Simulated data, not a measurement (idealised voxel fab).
process module | voxel lift off
cross-section cut | 250 nm wide | cells 5 nm
A cross-section is a grid of square cells, given in bands from the top down. A band is one or more rows of cells.
Each band's line starts with the height of the band's top and of its bottom, in nm. Then come its materials from left to right, each with its width in nm. One material with "throughout" fills the band from edge to edge. "air" is empty space.
Height 0 is the level under which the wafer as received is all one material. The lowest band goes on downwards, as in "0 down".
A width such as "30 to 40" changes by the same amount from each row of cells to the next, from the band's top row to its bottom row.
"no change" after a step means that no cell of the cross-section changed.
closed voids: empty space of 8 cells or more with no open way to the top, each as width x height at its distance from the left edge, in nm
after a step's settings: what the simulator itself notes on the step
overlay nm, on a step with a mask: how far to the right of its planned place the mask lay; to the left if negative
plan
1 op RECEIVE | material Si
2 op CONFORMAL_DEP | material SiO2 | thk nm 15
3 op PATTERN | tone open | mask id LINES | material resist | width nm 30 | pitch nm 55 | thk nm 30 | overlay nm 0
4 op DIRECTIONAL_DEP | material Ru | thk nm 15
5 op STRIP | etch materials resist
6 op CONFORMAL_DEP | material SiO2 | thk nm 10
first wafer, as planned
as received, after step 1
  0 down: Si throughout
  closed voids: none
after step 2
  15 to 0: SiO2 throughout
  below 0: unchanged
after step 3
  45 to 15: resist 80 | air 30 | resist 25 | air 30 | resist 85
  below 15: unchanged
after step 4
  60 to 45: Ru 80 | air 30 | Ru 25 | air 30 | Ru 85
  45 to 30: resist 80 | air 30 | resist 25 | air 30 | resist 85
  30 to 15: resist 80 | Ru 30 | resist 25 | Ru 30 | resist 85
  below 15: unchanged
after step 5
  30 to 15: air 80 | Ru 30 | air 25 | Ru 30 | air 85
  below 15: unchanged
after step 6
  40 to 30: air 70 | SiO2 50 | air 5 | SiO2 50 | air 75
  30 to 25: air 70 | SiO2 10 | Ru 30 | SiO2 10 | air 5 | SiO2 10 | Ru 30 | SiO2 10 | air 75
  25 to 15: SiO2 80 | Ru 30 | SiO2 25 | Ru 30 | SiO2 85
  below 15: unchanged
second wafer: like start, like plan, one mistake. Through step 3 it matches the first wafer
when step 4 should have ended
  55 to 45: Ru 80 | air 30 | Ru 25 | air 30 | Ru 85
  45 to 25: resist 80 | air 30 | resist 25 | air 30 | resist 85
  25 to 15: resist 80 | Ru 30 | resist 25 | Ru 30 | resist 85
  below 15: unchanged
when step 5 should have ended
  25 to 15: air 80 | Ru 30 | air 25 | Ru 30 | air 85
  below 15: unchanged
when step 6 should have ended
  35 to 25: air 70 | SiO2 50 | air 5 | SiO2 50 | air 75
  25 to 15: SiO2 80 | Ru 30 | SiO2 25 | Ru 30 | SiO2 85
  below 15: unchanged
what went wrong: step 4 ran as: op DIRECTIONAL_DEP | material Ru | thk nm 10
at the end the second wafer has, in cells: 12 fewer of Ru | 8 fewer of SiO2
